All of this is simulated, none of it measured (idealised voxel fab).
The following process module bears the name voxel fin reveal.
For reference, the cross-section in this document is cut, with width 215 nm and square cells of 5 nm.
Heads up, the way a cross-section reads in here is a grid of square cells, handed over as bands from the top down, with every band being one or more rows of cells. This entry defines a band. It first specifies the height of the band's top and the height of its bottom in nm, and then specifies the band's materials from left to right, stating each material with its width in nm. The word "all across" identifies a single material that fills the band from edge to edge, while the word "blank" identifies empty space. Zero point of the height axis is 0; under it, received wafer = one material. Lowest band: continues down indefinitely, "from 0 down". Per-row width for "30 to 40": begins at first number (top row of band), ends at second number (bottom row), increment between rows held constant. Reading "all unchanged" for a step: not a cell of the cross-section changed in it. Voids not open to the top, 8 cells minimum: see "Sealed internal voids". Written width x height at distance; distance is from the left edge; nm. What comes after the settings on a step's line is commentary from the simulator itself on that step. On any step carrying a mask, the "overlay nm" setting, if present on the step's line, tells how far right of its planned place the mask lay; negative values point to the left.
Planned step list for the process
1. op RECEIVE | material Si
2. op CONFORMAL_DEP | material SiN | thk nm 10
3. op DIRECTIONAL_DEP | material aC | thk nm 10
4. op PATTERN | tone cover | mask id FINS | material resist | width nm 15 | pitch nm 40 | thk nm 25 | overlay nm 0
5. op DIRECTIONAL_ETCH | etch materials aC | depth nm 10
6. op STRIP | etch materials resist
7. op DIRECTIONAL_ETCH | etch materials SiN | depth nm 10
8. op DIRECTIONAL_ETCH | etch materials Si | depth nm 30
9. op STRIP | etch materials aC
10. op OXIDIZE | depth nm 5
11. op FILL_DEP | material SiO2 | thk nm 10
12. op CMP | height nm 10
13. op SELECTIVE_ETCH | etch materials SiO2 | depth nm 25
14. op STRIP | etch materials SiN
Incoming wafer in cross-section (state: after step 1)
  from 0 down: Si all across
  Sealed internal voids: none
Module complete - cross-section of the first of two wafers, run according to plan
  from 0 to -15: 65 blank, 5 Si, 35 blank, 5 Si, 35 blank, 5 Si, 65 blank
  from -15 to -35: 65 SiO2, 5 Si, 35 SiO2, 5 Si, 35 SiO2, 5 Si, 65 SiO2
  from -35 down: Si all across
  Sealed internal voids: none
Wafer two cross-section, module end. Start and plan unchanged from wafer one; one mistake made during the run
  from 0 to -15: 65 blank, 5 Si, 35 blank, 5 Si, 35 blank, 5 Si, 65 blank
  from -15 to -65: 65 SiO2, 5 Si, 35 SiO2, 5 Si, 35 SiO2, 5 Si, 65 SiO2
  from -65 down: Si all across
  Sealed internal voids: none
What was the processing mistake? step 8 of the plan was twice carried out
Wafer comparison, final, in cells, second relative to first, materials more or fewer: Si: 240 fewer, SiO2: 240 more
